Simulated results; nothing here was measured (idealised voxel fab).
The document below concerns the process module designated voxel transistor to metal.
Cross-section cut: width 295 nm, square cells of 5 nm.
Format of a cross-section: grid, square cells. Given as bands. Order: top down. Band: one or more rows of cells. Quick guide to a band line: top height, bottom height (nm) up front; then every material left to right with its width in nm. Only one material and it's marked "everywhere"? Then it fills the band edge to edge. And "blank" just means empty space. Heights are reckoned from 0. Under this level, the received wafer is all of one material. The bottommost band is open-ended downward, for example "0..down". The two numbers in a width such as "30->40" mark its ends across the band: the first belongs to the top row of cells, the second to the bottom row, and from each row to the next the width moves by the same amount. "nothing changed" -> step changed no cross-section cell. So "Closed cavities" is basically the list of trapped voids: any empty space of 8 cells or more that can't reach the top through an opening. They're written width x height at distance, the distance being from the left edge, and it's all nm. Note: text after step settings on the step line = simulator remark on that step. Among the settings permitted on a step's line is "overlay nm"; applied to a step with a mask, it specifies the extent to which the mask lay to the right of its planned position, whereas a negative figure signifies a position to the left.

# Here's what the planned process steps look like
| 1 | RECEIVE [material Si] |
| 2 | OXIDIZE [depth nm 5] |
| 3 | CONFORMAL_DEP [material SiN] [thk nm 10] |
| 4 | MASKED_ETCH [tone cover] [mask id ACTIVE] [width nm 90] [pitch nm 110] [etch materials SiN] [depth nm 10] [overlay nm 0] |
| 5 | MASKED_ETCH [tone cover] [mask id ACTIVE] [width nm 90] [pitch nm 110] [etch materials SiO2] [depth nm 5] [overlay nm 0] |
| 6 | MASKED_ETCH [tone cover] [mask id ACTIVE] [width nm 90] [pitch nm 110] [etch materials Si] [depth nm 25] [overlay nm 0] |
| 7 | FILL_DEP [material SiO2] [thk nm 15] |
| 8 | CMP [height nm 10] |
| 9 | SELECTIVE_ETCH [etch materials SiO2] [depth nm 10] |
| 10 | STRIP [etch materials SiN] |
| 11 | SELECTIVE_ETCH [etch materials SiO2] [depth nm 5] |
| 12 | OXIDIZE [depth nm 5] |
| 13 | DIRECTIONAL_DEP [material polySi] [thk nm 25] |
| 14 | DIRECTIONAL_DEP [material SiCN] [thk nm 10] |
| 15 | MASKED_ETCH [tone cover] [mask id GATE] [width nm 20] [pitch nm 110] [etch materials SiCN] [depth nm 20] [overlay nm 0] |
| 16 | MASKED_ETCH [tone cover] [mask id GATE] [width nm 20] [pitch nm 110] [etch materials polySi] [depth nm 35] [overlay nm 0] |
| 17 | CONFORMAL_DEP [material SiO2] [thk nm 5] |
| 18 | DIRECTIONAL_ETCH [etch materials SiO2] [depth nm 5] |
| 19 | CONFORMAL_DEP [material SiN] [thk nm 10] |
| 20 | DIRECTIONAL_ETCH [etch materials SiN] [depth nm 10] |
| 21 | DIRECTIONAL_ETCH [etch materials SiO2] [depth nm 5] |
| 22 | DIRECTIONAL_ETCH [etch materials Si] [depth nm 5] |
| 23 | EPI [material SiGe] [thk nm 10] |
| 24 | FILL_DEP [material SiO2] [thk nm 5] |
| 25 | CMP [height nm 30] |
| 26 | DIRECTIONAL_DEP [material SiO2] [thk nm 10] |
| 27 | PATTERN [tone open] [mask id CONTACT] [material resist] [width nm 15] [thk nm 20] [overlay nm 0] |
| 28 | DIRECTIONAL_ETCH [etch materials SiO2] [depth nm 45] |
| 29 | STRIP [etch materials resist] |
| 30 | CONFORMAL_DEP [material TiN] [thk nm 5] |
| 31 | FILL_DEP [material W] [thk nm 5] |
| 32 | CMP [height nm 40] |
| 33 | DIRECTIONAL_DEP [material TiN] [thk nm 5] |
| 34 | DIRECTIONAL_DEP [material Ru] [thk nm 25] |
| 35 | MASKED_ETCH [tone cover] [mask id METAL_1] [width nm 15] [etch materials Ru] [depth nm 25] [overlay nm 0] |
| 36 | MASKED_ETCH [tone cover] [mask id METAL_1] [width nm 15] [etch materials TiN] [depth nm 5] [overlay nm 0] |
| 37 | FILL_DEP [material SiO2] [thk nm 5] |
| 38 | CMP [height nm 70] |
| 39 | CONFORMAL_DEP [material SiCN] [thk nm 5] |
| 40 | DIRECTIONAL_DEP [material SiO2] [thk nm 30] |
| 41 | DIRECTIONAL_DEP [material aC] [thk nm 10] |
| 42 | PATTERN [tone open] [mask id METAL_2] [material resist] [width nm 15] [pitch nm 110] [thk nm 25] [overlay nm 0] |
| 43 | DIRECTIONAL_ETCH [etch materials aC] [depth nm 10] |
| 44 | STRIP [etch materials resist] |
| 45 | DIRECTIONAL_ETCH [etch materials SiO2] [depth nm 15] |
| 46 | STRIP [etch materials aC] |
| 47 | MASKED_ETCH [tone open] [mask id METAL_2_HOLES] [width nm 15] [pitch nm 110] [etch materials SiO2] [depth nm 15] [overlay nm 0] |
| 48 | MASKED_ETCH [tone open] [mask id METAL_2_HOLES] [width nm 15] [pitch nm 110] [etch materials SiCN] [depth nm 5] [overlay nm 0] |
| 49 | CONFORMAL_DEP [material TiN] [thk nm 5] |
| 50 | FILL_DEP [material Ru] [thk nm 10] |
| 51 | CMP [height nm 105] |
| 52 | CONFORMAL_DEP [material SiN] [thk nm 5] |

# As received (post step 1): cross-section
> 0..down | Si everywhere
> Closed cavities: none

# Figure: cross-sectional view of the wafer upon completion of the module, processed from the initial state and according to the plan depicted above, with one error introduced during execution
> 110..105 | SiN everywhere
> 105..75 | SiO2: 50; TiN: 5; Ru: 5; TiN: 5; SiO2: 95; TiN: 5; Ru: 5; TiN: 5; SiO2: 120
> 75..70 | SiCN: 50; TiN: 15; SiCN: 95; TiN: 15; SiCN: 120
> 70..45 | SiO2: 50; Ru: 15; SiO2: 50; Ru: 15; SiO2: 30; Ru: 15; SiO2: 50; Ru: 15; SiO2: 55
> 45..40 | SiO2: 50; TiN: 15; SiO2: 50; TiN: 15; SiO2: 30; TiN: 15; SiO2: 50; TiN: 15; SiO2: 55
> 40..30 | SiO2: 50; TiN: 5; W: 5; TiN: 5; SiO2: 50; TiN: 5; W: 5; TiN: 5; SiO2: 30; TiN: 5; W: 5; TiN: 5; SiO2: 50; TiN: 5; W: 5; TiN: 5; SiO2: 55
> 30..15 | SiO2: 50; TiN: 5; W: 5; TiN: 5; SiN: 10; SiO2: 5; polySi: 20; SiO2: 5; SiN: 10; TiN: 5; W: 5; TiN: 5; SiO2: 30; TiN: 5; W: 5; TiN: 5; SiN: 10; SiO2: 5; polySi: 20; SiO2: 5; SiN: 10; TiN: 5; W: 5; TiN: 5; SiO2: 55
> 15..10 | SiO2: 50; TiN: 15; SiN: 10; SiO2: 5; polySi: 20; SiO2: 5; SiN: 10; TiN: 15; SiO2: 30; TiN: 15; SiN: 10; SiO2: 5; polySi: 20; SiO2: 5; SiN: 10; TiN: 15; SiO2: 55
> 10..0 | SiO2: 45; SiN: 90; SiO2: 20; SiN: 90; SiO2: 50
> 0..-5 | SiO2 everywhere
> -5..-30 | SiO2: 45; Si: 90; SiO2: 20; Si: 90; SiO2: 50
> -30..down | Si everywhere
> Closed cavities: none
The plan and the run diverged here: step 8 of the plan was bypassed and not carried out
